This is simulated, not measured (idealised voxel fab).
process module | voxel wiring stack
cross-section cut | 220 nm wide | cells 5 nm
A cross-section is a grid of square cells, given in bands from the top down. A band is one or more rows of cells.
Each band's line starts with the height of the band's top and of its bottom, in nm. Then come its materials from left to right, each with its width in nm. One material with "throughout" fills the band from edge to edge. "air" is empty space.
Height 0 is the level under which the wafer as received is all one material. The lowest band goes on downwards, as in "0 down".
A width such as "30 to 40" changes by the same amount from each row of cells to the next, from the band's top row to its bottom row.
"no change" after a step means that no cell of the cross-section changed.
closed voids: empty space of 8 cells or more with no open way to the top, each as width x height at its distance from the left edge, in nm
after a step's settings: what the simulator itself notes on the step
overlay nm, on a step with a mask: how far to the right of its planned place the mask lay; to the left if negative
plan
1 op RECEIVE | material Si
2 op CONFORMAL_DEP | material SiO2 | thk nm 15
3 op CONFORMAL_DEP | material SiN | thk nm 5
4 op DIRECTIONAL_DEP | material SiO2 | thk nm 25
5 op PATTERN | tone open | mask id METAL_1 | material resist | width nm 25 | pitch nm 50 | thk nm 20 | overlay nm 0
6 op DIRECTIONAL_ETCH | etch materials SiO2 | depth nm 25
7 op DIRECTIONAL_ETCH | etch materials SiN | depth nm 5
8 op STRIP | etch materials resist
9 op CONFORMAL_DEP | material TiN | thk nm 5
10 op FILL_DEP | material W | thk nm 5
11 op CMP | height nm 45
12 op CONFORMAL_DEP | material SiCN | thk nm 5
13 op DIRECTIONAL_DEP | material SiO2 | thk nm 10
14 op PATTERN | tone open | mask id PLUG_1 | material resist | width nm 15 | pitch nm 50 | thk nm 20 | overlay nm 0
15 op DIRECTIONAL_ETCH | etch materials SiO2 | depth nm 10
16 op DIRECTIONAL_ETCH | etch materials SiCN | depth nm 5
17 op STRIP | etch materials resist
18 op EPI | material Ru | thk nm 10
19 op EPI | material Ru | thk nm 5
20 op DIRECTIONAL_DEP | material TiN | thk nm 5
21 op DIRECTIONAL_DEP | material Ru | thk nm 25
22 op PATTERN | tone cover | mask id METAL_2 | material resist | width nm 25 | pitch nm 50 | thk nm 15 | overlay nm 0
23 op DIRECTIONAL_ETCH | etch materials Ru | depth nm 25
24 op DIRECTIONAL_ETCH | etch materials TiN | depth nm 5
25 op STRIP | etch materials resist
26 op FILL_DEP | material SiO2 | thk nm 10
27 op CMP | height nm 90
28 op CONFORMAL_DEP | material SiN | thk nm 5
as received, after step 1
  0 down: Si throughout
  closed voids: none
a wafer at the end: this start, this plan, one mistake
  95 to 90: SiN throughout
  90 to 80: SiO2 70 | Ru 25 | SiO2 25 | Ru 25 | SiO2 75
  80 to 75: SiO2 70 | TiN 25 | SiO2 25 | TiN 25 | SiO2 75
  75 to 60: Ru throughout
  60 to 50: TiN throughout
  50 to 45: SiCN throughout
  45 to 20: SiO2 70 | TiN 5 | W 15 | TiN 5 | SiO2 25 | TiN 5 | W 15 | TiN 5 | SiO2 75
  20 to 15: SiN 70 | TiN 25 | SiN 25 | TiN 25 | SiN 75
  15 to 0: SiO2 throughout
  0 down: Si throughout
  closed voids: none
what went wrong: step 13 ran as: op DIRECTIONAL_DEP | material TiN | thk nm 10
